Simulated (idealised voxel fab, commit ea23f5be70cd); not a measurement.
The process module that follows is named voxel ribs on slabs.
The width of the displayed cross-section, cut, is 185 nm; its cells are square, with a size of 5 nm.
Cross-section layout: square cells on a grid; listed as bands, top to bottom; a band spans one or more cell rows. A band entry consists of two parts. The first gives the height of the band's top and the height of its bottom, in nm. The rest lists the band's materials from left to right, each with its width in nm. A single material labelled with the word "all across" fills the band from edge to edge, and the word "air" marks empty space. Heights are measured from 0, the level below which the as-received wafer is all one material; the lowest band has no bottom and continues downward, written as in "from 0 down". A two-number width, for instance "30 to 40", indicates that the width is equal to the first number in the top row of the band and to the second number in the bottom row, and that it changes by a constant amount per row of cells. Key: "nothing different" - step with no changed cell in the cross-section. Listed in "Closed void list": every empty space of 8 or more cells without an open way to the top. Form: width x height at distance, the distance being from the left edge, all in nm. Past the settings on a step's line: simulator remark, on that step. The setting "overlay nm" may be written on the line of a step. When the step uses a mask, the value reports how far to the right of the planned place the mask lay, and a negative value reports that it lay to the left.
Intended process steps
1,RECEIVE,material Si
2,DIRECTIONAL_DEP,material SiO2,thk nm 30
3,DIRECTIONAL_DEP,material polySi,thk nm 20
4,PATTERN,tone cover,mask id RIB,material resist,width nm 25,thk nm 20,overlay nm 0
5,DIRECTIONAL_ETCH,etch materials polySi,depth nm 15
6,STRIP,etch materials resist
7,PATTERN,tone cover,mask id SLAB,material resist,width nm 75,thk nm 20,overlay nm 0
8,DIRECTIONAL_ETCH,etch materials polySi,depth nm 5
9,STRIP,etch materials resist
10,FILL_DEP,material SiO2,thk nm 30
11,CMP,height nm 70
12,DIRECTIONAL_DEP,material W,thk nm 10
13,DIRECTIONAL_DEP,material aC,thk nm 10
14,PATTERN,tone cover,mask id HEATER,material resist,width nm 35,thk nm 30,overlay nm 0
15,DIRECTIONAL_ETCH,etch materials aC,depth nm 10
16,STRIP,etch materials resist
17,DIRECTIONAL_ETCH,etch materials W,depth nm 10
18,STRIP,etch materials aC
19,CONFORMAL_DEP,material SiN,thk nm 5
Incoming wafer, cross-sectional view, post step 1
	from 0 down: Si all across
	Closed void list: none
Post-module cross-section of the first of two wafers (run per plan)
	from 85 to 80: air (70) | SiN (45) | air (70)
	from 80 to 75: air (70) | SiN (5) | W (35) | SiN (5) | air (70)
	from 75 to 70: SiN (75) | W (35) | SiN (75)
	from 70 to 50: SiO2 all across
	from 50 to 35: SiO2 (80) | polySi (25) | SiO2 (80)
	from 35 to 30: SiO2 (55) | polySi (75) | SiO2 (55)
	from 30 to 0: SiO2 all across
	from 0 down: Si all across
	Closed void list: none
Wafer two, end of module, cross-section. Same start, same plan as wafer one. One mistake in the run
	from 95 to 90: SiN all across
	from 90 to 80: polySi all across
	from 80 to 70: W all across
	from 70 to 50: SiO2 all across
	from 50 to 35: SiO2 (80) | polySi (25) | SiO2 (80)
	from 35 to 30: SiO2 (55) | polySi (75) | SiO2 (55)
	from 30 to 0: SiO2 all across
	from 0 down: Si all across
	Closed void list: none
What was done differently from what was planned? step 13 off recipe, ran as DIRECTIONAL_DEP,material polySi,thk nm 10
at the end the second wafer has, in cells: 4 fewer of SiN | 60 more of W | 74 more of polySi
